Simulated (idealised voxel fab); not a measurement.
Process module heading - voxel wiring stack
Each square cell in cross-section cut measures 5 nm, and the section as a whole is 245 nm wide.
When this document writes out a cross-section, it uses a grid of square cells and lists it as bands, beginning at the top and moving down, with a band standing for one or more rows of cells.
Top height, bottom height, nm. Materials left to right, width each, nm. Single material + "full width" = fills band edge to edge. "air" = empty.
The level at which height equals 0 is the one under which the wafer, as it arrives, is entirely one material. No lower edge exists for the bottom band, which continues downward and is notated as in "0 nm and below".
It should be noted that a width expressed as "30 to 40" varies in equal increments from row to row of cells within the band, taking the value of the first number at the top row and that of the second number at the bottom row.
The designation "no modification", where it is given for a processing step, indicates that no cell of the cross-section was altered in the course of that step.
This entry, "Closed void inventory", enumerates those empty regions of no fewer than 8 cells that possess no open connection to the top. Each region is reported in the form width x height at distance, the distance being taken from the left edge, with all three quantities expressed in nm.
The remark found on a step's line after its settings is issued by the simulator itself and pertains to that step.
overlay nm: step with mask; distance mask lay right of planned place; negative value = left of planned place.
Steps planned for the process:
- 1: RECEIVE,material Si
- 2: CONFORMAL_DEP,material SiO2,thk nm 15
- 3: DIRECTIONAL_DEP,material TiN,thk nm 5
- 4: DIRECTIONAL_DEP,material W,thk nm 20
- 5: DIRECTIONAL_DEP,material aC,thk nm 15
- 6: PATTERN,tone cover,mask id METAL_1,material resist,width nm 20,pitch nm 50,thk nm 35,overlay nm 0
- 7: DIRECTIONAL_ETCH,etch materials aC,depth nm 15
- 8: STRIP,etch materials resist
- 9: DIRECTIONAL_ETCH,etch materials W,depth nm 20
- 10: DIRECTIONAL_ETCH,etch materials TiN,depth nm 5
- 11: STRIP,etch materials aC
- 12: FILL_DEP,material lowk,thk nm 10
- 13: CMP,height nm 40
- 14: CONFORMAL_DEP,material SiCN,thk nm 5
- 15: DIRECTIONAL_DEP,material SiO2,thk nm 15
- 16: MASKED_ETCH,tone open,mask id PLUG_1,width nm 15,etch materials SiO2,depth nm 15,overlay nm 0
- 17: MASKED_ETCH,tone open,mask id PLUG_1,width nm 15,etch materials SiCN,depth nm 5,overlay nm 0
- 18: EPI,material Ru,thk nm 10
- 19: EPI,material Ru,thk nm 10
- 20: DIRECTIONAL_DEP,material TiN,thk nm 5
- 21: DIRECTIONAL_DEP,material Ru,thk nm 20
- 22: MASKED_ETCH,tone cover,mask id METAL_2,width nm 20,pitch nm 50,etch materials Ru,depth nm 20,overlay nm 0
- 23: MASKED_ETCH,tone cover,mask id METAL_2,width nm 20,pitch nm 50,etch materials TiN,depth nm 5,overlay nm 0
- 24: CONFORMAL_DEP,material SiN,thk nm 5
- 25: FILL_DEP,material lowk,thk nm 10
- 26: CMP,height nm 85
- 27: CONFORMAL_DEP,material SiCN,thk nm 5
- 28: DIRECTIONAL_DEP,material lowk,thk nm 10
- 29: DIRECTIONAL_DEP,material aC,thk nm 10
- 30: PATTERN,tone open,mask id PLUG_2,material resist,width nm 15,thk nm 25,overlay nm 0
- 31: DIRECTIONAL_ETCH,etch materials aC,depth nm 10
- 32: STRIP,etch materials resist
- 33: DIRECTIONAL_ETCH,etch materials lowk,depth nm 10
- 34: DIRECTIONAL_ETCH,etch materials SiCN,depth nm 5
- 35: STRIP,etch materials aC
- 36: CONFORMAL_DEP,material TiN,thk nm 5
- 37: FILL_DEP,material Cu,thk nm 5
- 38: CMP,height nm 100
- 39: CONFORMAL_DEP,material SiN,thk nm 5
- 40: DIRECTIONAL_DEP,material SiO2,thk nm 15
- 41: PATTERN,tone open,mask id METAL_3,material resist,width nm 20,pitch nm 50,thk nm 20,overlay nm 0
- 42: DIRECTIONAL_ETCH,etch materials SiO2,depth nm 15
- 43: DIRECTIONAL_ETCH,etch materials SiN,depth nm 5
- 44: STRIP,etch materials resist
- 45: CONFORMAL_DEP,material TiN,thk nm 5
- 46: FILL_DEP,material W,thk nm 5
- 47: CMP,height nm 120
- 48: EPI,material Ru,thk nm 5
- 49: FILL_DEP,material SiCN,thk nm 5
- 50: DIRECTIONAL_DEP,material lowk,thk nm 30
- 51: MASKED_ETCH,tone open,mask id METAL_4_HOLES,width nm 15,pitch nm 50,etch materials lowk,depth nm 30,overlay nm 0
- 52: PATTERN,tone open,mask id METAL_4,material resist,width nm 20,pitch nm 50,thk nm 20,overlay nm 0
- 53: DIRECTIONAL_ETCH,etch materials lowk,depth nm 15
- 54: DIRECTIONAL_ETCH,etch materials SiCN,depth nm 5
- 55: STRIP,etch materials resist
- 56: CONFORMAL_DEP,material TiN,thk nm 5
- 57: FILL_DEP,material Cu,thk nm 5
- 58: CMP,height nm 160
- 59: CONFORMAL_DEP,material SiCN,thk nm 5
It is noted that the wafers described herein are identical at the outset and are distinguished by the thk nm of step 20; the value stated in the plan corresponds to the first wafer.
As received, i.e. after step 1: cross-section through the first of several wafers:
  0 nm and below = Si full width
  Closed void inventory: none
Last step of the module is step 59; after it, the first of several wafers in cross-section:
  165 nm to 160 nm = SiCN full width
  160 nm to 150 nm = 85 of lowk, 5 of TiN, 10 of Cu, 5 of TiN, 30 of lowk, 5 of TiN, 10 of Cu, 5 of TiN, 90 of lowk
  150 nm to 145 nm = 85 of lowk, 5 of TiN, 5 of Cu, 10 of TiN, 30 of lowk, 5 of TiN, 5 of Cu, 10 of TiN, 90 of lowk
  145 nm to 130 nm = 85 of lowk, 5 of TiN, 5 of Cu, 5 of TiN, 35 of lowk, 5 of TiN, 5 of Cu, 5 of TiN, 95 of lowk
  130 nm to 125 nm = 85 of SiCN, 15 of TiN, 35 of SiCN, 15 of TiN, 95 of SiCN
  125 nm to 120 nm = 80 of SiCN, 30 of Ru, 20 of SiCN, 30 of Ru, 85 of SiCN
  120 nm to 105 nm = 85 of SiO2, 5 of TiN, 10 of W, 5 of TiN, 30 of SiO2, 5 of TiN, 10 of W, 5 of TiN, 90 of SiO2
  105 nm to 100 nm = 85 of SiN, 20 of TiN, 30 of SiN, 20 of TiN, 90 of SiN
  100 nm to 90 nm = 85 of lowk, 5 of TiN, 5 of Cu, 5 of TiN, 145 of lowk
  90 nm to 85 nm = 85 of SiCN, 15 of TiN, 145 of SiCN
  85 nm to 65 nm = 80 of lowk, 5 of SiN, 20 of Ru, 5 of SiN, 20 of lowk, 5 of SiN, 20 of Ru, 5 of SiN, 85 of lowk
  65 nm to 60 nm = 85 of SiN, 20 of TiN, 30 of SiN, 20 of TiN, 90 of SiN
  60 nm to 45 nm = 85 of SiO2, 15 of Ru, 145 of SiO2
  45 nm to 40 nm = 85 of SiCN, 15 of Ru, 145 of SiCN
  40 nm to 20 nm = 85 of lowk, 20 of W, 30 of lowk, 20 of W, 90 of lowk
  20 nm to 15 nm = 85 of lowk, 20 of TiN, 30 of lowk, 20 of TiN, 90 of lowk
  15 nm to 0 nm = SiO2 full width
  0 nm and below = Si full width
  Closed void inventory: none
The last wafer as seen in cross-section at the end of the module:
  165 nm to 160 nm = SiCN full width
  160 nm to 150 nm = 85 of lowk, 5 of TiN, 10 of Cu, 5 of TiN, 30 of lowk, 5 of TiN, 10 of Cu, 5 of TiN, 90 of lowk
  150 nm to 145 nm = 85 of lowk, 5 of TiN, 5 of Cu, 10 of TiN, 30 of lowk, 5 of TiN, 5 of Cu, 10 of TiN, 90 of lowk
  145 nm to 130 nm = 85 of lowk, 5 of TiN, 5 of Cu, 5 of TiN, 35 of lowk, 5 of TiN, 5 of Cu, 5 of TiN, 95 of lowk
  130 nm to 125 nm = 85 of SiCN, 15 of TiN, 35 of SiCN, 15 of TiN, 95 of SiCN
  125 nm to 120 nm = 80 of SiCN, 30 of Ru, 20 of SiCN, 30 of Ru, 85 of SiCN
  120 nm to 105 nm = 85 of SiO2, 5 of TiN, 10 of W, 5 of TiN, 30 of SiO2, 5 of TiN, 10 of W, 5 of TiN, 90 of SiO2
  105 nm to 100 nm = 85 of SiN, 20 of TiN, 30 of SiN, 20 of TiN, 90 of SiN
  100 nm to 90 nm = 85 of lowk, 5 of TiN, 5 of Cu, 5 of TiN, 145 of lowk
  90 nm to 85 nm = 85 of SiCN, 15 of TiN, 145 of SiCN
  85 nm to 80 nm = 80 of lowk, 5 of SiN, 20 of Ru, 5 of SiN, 20 of lowk, 5 of SiN, 20 of Ru, 5 of SiN, 85 of lowk
  80 nm to 75 nm = 85 of SiN, 20 of TiN, 30 of SiN, 20 of TiN, 90 of SiN
  75 nm to 60 nm = TiN full width
  60 nm to 45 nm = 85 of SiO2, 15 of Ru, 145 of SiO2
  45 nm to 40 nm = 85 of SiCN, 15 of Ru, 145 of SiCN
  40 nm to 20 nm = 85 of lowk, 20 of W, 30 of lowk, 20 of W, 90 of lowk
  20 nm to 15 nm = 85 of lowk, 20 of TiN, 30 of lowk, 20 of TiN, 90 of lowk
  15 nm to 0 nm = SiO2 full width
  0 nm and below = Si full width
  Closed void inventory: none
Table: wafers, a row each; end-of-module cell change per material since receipt, gain (+), loss (-); then closed voids:
thk nm 5 | +18 Cu | +56 Ru | +221 SiCN | +98 SiN | +408 SiO2 | +75 TiN | +44 W | +697 lowk | Closed void inventory: none
thk nm 10 | +18 Cu | +48 Ru | +221 SiCN | +94 SiN | +408 SiO2 | +124 TiN | +44 W | +660 lowk | Closed void inventory: none
thk nm 15 | +18 Cu | +40 Ru | +221 SiCN | +90 SiN | +408 SiO2 | +173 TiN | +44 W | +623 lowk | Closed void inventory: none
thk nm 20 | +18 Cu | +32 Ru | +221 SiCN | +86 SiN | +408 SiO2 | +222 TiN | +44 W | +586 lowk | Closed void inventory: none
